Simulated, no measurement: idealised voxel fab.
The process module that follows is named voxel transistor to metal.
Square cells of 5 nm make up the cross-section cut, whose width is 215 nm.
If you're reading a cross-section in this doc, picture square cells in a grid; it comes to you as bands, top ones listed first down to the bottom, and a band can be one or more rows of cells. Basically the band line says how high the top is and how high the bottom is, in nm, and then what's in it from left to right, every material with its width in nm. Empty space shows up as "empty", and if a single material carries "full width" it runs the full band edge to edge. We count height from 0. Below that, the starting wafer is all one material. The lowest band never ends at the bottom but goes on down; see "top 0, no bottom" for how that is written. You'd read "30..40" like this: the band's top row of cells is as wide as the first number, its bottom row is as wide as the second, and going down, every row changes width by the same amount as the row before did. Any step labelled "nothing different" changed none of the cells in the cross-section. Look at "Enclosed void inventory" for the closed voids: empty spaces with no open path to the top, sized 8 cells or up. Each is width x height at distance, distance from the left edge, all nm. Step line, after settings: the simulator's comment on this step. The optional step-line setting "overlay nm" applies to steps with a mask and quantifies how far to the right of its planned location the mask lay, a negative value indicating leftward placement.
-- Planned process steps
| 1 | RECEIVE [material Si] |
| 2 | CONFORMAL_DEP [material SiO2] [thk nm 5] |
| 3 | CONFORMAL_DEP [material SiN] [thk nm 15] |
| 4 | DIRECTIONAL_DEP [material aC] [thk nm 15] |
| 5 | PATTERN [tone cover] [mask id ACTIVE] [material resist] [width nm 120] [thk nm 35] [overlay nm 0] |
| 6 | DIRECTIONAL_ETCH [etch materials aC] [depth nm 15] |
| 7 | STRIP [etch materials resist] |
| 8 | DIRECTIONAL_ETCH [etch materials SiN] [depth nm 15] |
| 9 | DIRECTIONAL_ETCH [etch materials SiO2] [depth nm 5] |
| 10 | DIRECTIONAL_ETCH [etch materials Si] [depth nm 20] |
| 11 | STRIP [etch materials aC] |
| 12 | OXIDIZE [depth nm 5] |
| 13 | FILL_DEP [material SiO2] [thk nm 15] |
| 14 | CMP [height nm 20] |
| 15 | SELECTIVE_ETCH [etch materials SiO2] [depth nm 10] |
| 16 | STRIP [etch materials SiN] |
| 17 | SELECTIVE_ETCH [etch materials SiO2] [depth nm 5] |
| 18 | OXIDIZE [depth nm 5] |
| 19 | DIRECTIONAL_DEP [material polySi] [thk nm 25] |
| 20 | DIRECTIONAL_DEP [material SiCN] [thk nm 10] |
| 21 | MASKED_ETCH [tone cover] [mask id GATE] [width nm 30] [etch materials SiCN] [depth nm 20] [overlay nm 0] |
| 22 | MASKED_ETCH [tone cover] [mask id GATE] [width nm 30] [etch materials polySi] [depth nm 35] [overlay nm 0] |
| 23 | CONFORMAL_DEP [material SiO2] [thk nm 5] |
| 24 | DIRECTIONAL_ETCH [etch materials SiO2] [depth nm 5] |
| 25 | CONFORMAL_DEP [material SiN] [thk nm 10] |
| 26 | DIRECTIONAL_ETCH [etch materials SiN] [depth nm 10] |
| 27 | DIRECTIONAL_ETCH [etch materials SiO2] [depth nm 5] |
| 28 | EPI [material nSi] [thk nm 5] |
| 29 | FILL_DEP [material SiO2] [thk nm 10] |
| 30 | CMP [height nm 25] |
| 31 | STRIP [etch materials polySi] |
| 32 | SELECTIVE_ETCH [etch materials SiO2] [depth nm 5] |
| 33 | CONFORMAL_DEP [material HfO2] [thk nm 5] |
| 34 | CONFORMAL_DEP [material TiN] [thk nm 5] |
| 35 | FILL_DEP [material W] [thk nm 10] |
| 36 | CMP [height nm 20] |
| 37 | DIRECTIONAL_DEP [material SiO2] [thk nm 10] |
| 38 | PATTERN [tone open] [mask id CONTACT] [material resist] [width nm 20] [pitch nm 90] [thk nm 20] [overlay nm 0] |
| 39 | DIRECTIONAL_ETCH [etch materials SiO2] [depth nm 30] |
| 40 | STRIP [etch materials resist] |
| 41 | CONFORMAL_DEP [material TiN] [thk nm 5] |
| 42 | FILL_DEP [material Ru] [thk nm 5] |
| 43 | CMP [height nm 30] |
| 44 | DIRECTIONAL_DEP [material TiN] [thk nm 5] |
| 45 | DIRECTIONAL_DEP [material Ru] [thk nm 15] |
| 46 | PATTERN [tone cover] [mask id METAL_1] [material resist] [width nm 20] [pitch nm 90] [thk nm 20] [overlay nm 0] |
| 47 | DIRECTIONAL_ETCH [etch materials Ru] [depth nm 15] |
| 48 | DIRECTIONAL_ETCH [etch materials TiN] [depth nm 5] |
| 49 | STRIP [etch materials resist] |
| 50 | CONFORMAL_DEP [material SiCN] [thk nm 5] |
| 51 | FILL_DEP [material SiO2] [thk nm 5] |
| 52 | CMP [height nm 50] |
| 53 | CONFORMAL_DEP [material SiN] [thk nm 5] |
-- Here's what the wafer looked like in cross-section when it arrived - that's after step 1
> top 0, no bottom: Si full width
> Enclosed void inventory: none
-- Starting structure and process plan are as shown above, but one mistake was made in running the module; the wafer cross-section at the end of the module follows
> top 55, bottom 50: SiN full width
> top 50, bottom 35: SiO2=45, SiCN=5, Ru=20, SiCN=5, SiO2=60, SiCN=5, Ru=20, SiCN=5, SiO2=50
> top 35, bottom 30: SiCN=50, TiN=20, SiCN=70, TiN=20, SiCN=55
> top 30, bottom 20: SiO2=50, TiN=5, Ru=10, TiN=5, SiO2=70, TiN=5, Ru=10, TiN=5, SiO2=55
> top 20, bottom 10: SiO2=50, TiN=5, Ru=10, TiN=5, SiO2=5, SiN=10, TiN=5, W=30, TiN=5, SiN=10, SiO2=5, TiN=5, Ru=10, TiN=5, SiO2=55
> top 10, bottom 5: SiO2=50, TiN=10, Ru=5, TiN=5, SiO2=5, SiN=10, TiN=5, W=30, TiN=5, SiN=10, SiO2=5, TiN=5, Ru=5, TiN=10, SiO2=55
> top 5, bottom 0: SiO2=45, SiN=10, TiN=15, SiO2=5, SiN=10, TiN=5, W=30, TiN=5, SiN=10, SiO2=5, TiN=15, SiN=10, SiO2=50
> top 0, bottom -5: SiO2=55, nSi=20, SiO2=10, TiN=40, SiO2=10, nSi=20, SiO2=60
> top -5, bottom -25: SiO2=50, Si=110, SiO2=55
> top -25, no bottom: Si full width
> Enclosed void inventory: none
Plan not followed: plan step 33 never ran because it was skipped
